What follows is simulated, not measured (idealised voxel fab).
process module | voxel ribs on slabs
cross-section cut | 240 nm wide | cells 5 nm
A cross-section is a grid of square cells, given in bands from the top down. A band is one or more rows of cells.
Each band's line starts with the height of the band's top and of its bottom, in nm. Then come its materials from left to right, each with its width in nm. One material with "throughout" fills the band from edge to edge. "air" is empty space.
Height 0 is the level under which the wafer as received is all one material. The lowest band goes on downwards, as in "0 down".
A width such as "30 to 40" changes by the same amount from each row of cells to the next, from the band's top row to its bottom row.
"no change" after a step means that no cell of the cross-section changed.
closed voids: empty space of 8 cells or more with no open way to the top, each as width x height at its distance from the left edge, in nm
after a step's settings: what the simulator itself notes on the step
overlay nm, on a step with a mask: how far to the right of its planned place the mask lay; to the left if negative
plan
1 op RECEIVE | material Si
2 op DIRECTIONAL_DEP | material SiO2 | thk nm 25
3 op DIRECTIONAL_DEP | material polySi | thk nm 20
4 op PATTERN | tone cover | mask id RIB | material resist | width nm 20 | thk nm 20 | overlay nm 0
5 op DIRECTIONAL_ETCH | etch materials polySi | depth nm 5
6 op STRIP | etch materials resist
7 op DIRECTIONAL_DEP | material aC | thk nm 15
8 op PATTERN | tone cover | mask id SLAB | material resist | width nm 60 | thk nm 35 | overlay nm 0
9 op DIRECTIONAL_ETCH | etch materials aC | depth nm 15
10 op STRIP | etch materials resist
11 op DIRECTIONAL_ETCH | etch materials polySi | depth nm 15
12 op STRIP | etch materials aC
13 op FILL_DEP | material SiO2 | thk nm 30
14 op CMP | height nm 65
15 op DIRECTIONAL_DEP | material TiN | thk nm 5
16 op MASKED_ETCH | tone cover | mask id HEATER | width nm 40 | etch materials TiN | depth nm 5 | overlay nm 0
17 op CONFORMAL_DEP | material SiN | thk nm 5
varied across the wafers: width nm of step 4. The plan shows the first wafer's value. All wafers start alike
first wafer as received, after step 1
  0 down: Si throughout
  closed voids: none
first wafer at the end, after step 17
  75 to 70: air 95 | SiN 50 | air 95
  70 to 65: SiN 100 | TiN 40 | SiN 100
  65 to 45: SiO2 throughout
  45 to 40: SiO2 110 | polySi 20 | SiO2 110
  40 to 25: SiO2 90 | polySi 60 | SiO2 90
  25 to 0: SiO2 throughout
  0 down: Si throughout
  closed voids: none
last wafer at the end
  75 to 70: air 95 | SiN 50 | air 95
  70 to 65: SiN 100 | TiN 40 | SiN 100
  65 to 45: SiO2 throughout
  45 to 40: SiO2 100 | polySi 45 | SiO2 95
  40 to 25: SiO2 90 | polySi 60 | SiO2 90
  25 to 0: SiO2 throughout
  0 down: Si throughout
  closed voids: none
each wafer at the end: cells of each material gained (+) or lost (-) since it was received, then its closed voids
width nm 20 | +50 SiN | +584 SiO2 | +8 TiN | +40 polySi | closed voids: none
width nm 25 | +50 SiN | +583 SiO2 | +8 TiN | +41 polySi | closed voids: none
width nm 30 | +50 SiN | +582 SiO2 | +8 TiN | +42 polySi | closed voids: none
width nm 35 | +50 SiN | +581 SiO2 | +8 TiN | +43 polySi | closed voids: none
width nm 40 | +50 SiN | +580 SiO2 | +8 TiN | +44 polySi | closed voids: none
width nm 45 | +50 SiN | +579 SiO2 | +8 TiN | +45 polySi | closed voids: none
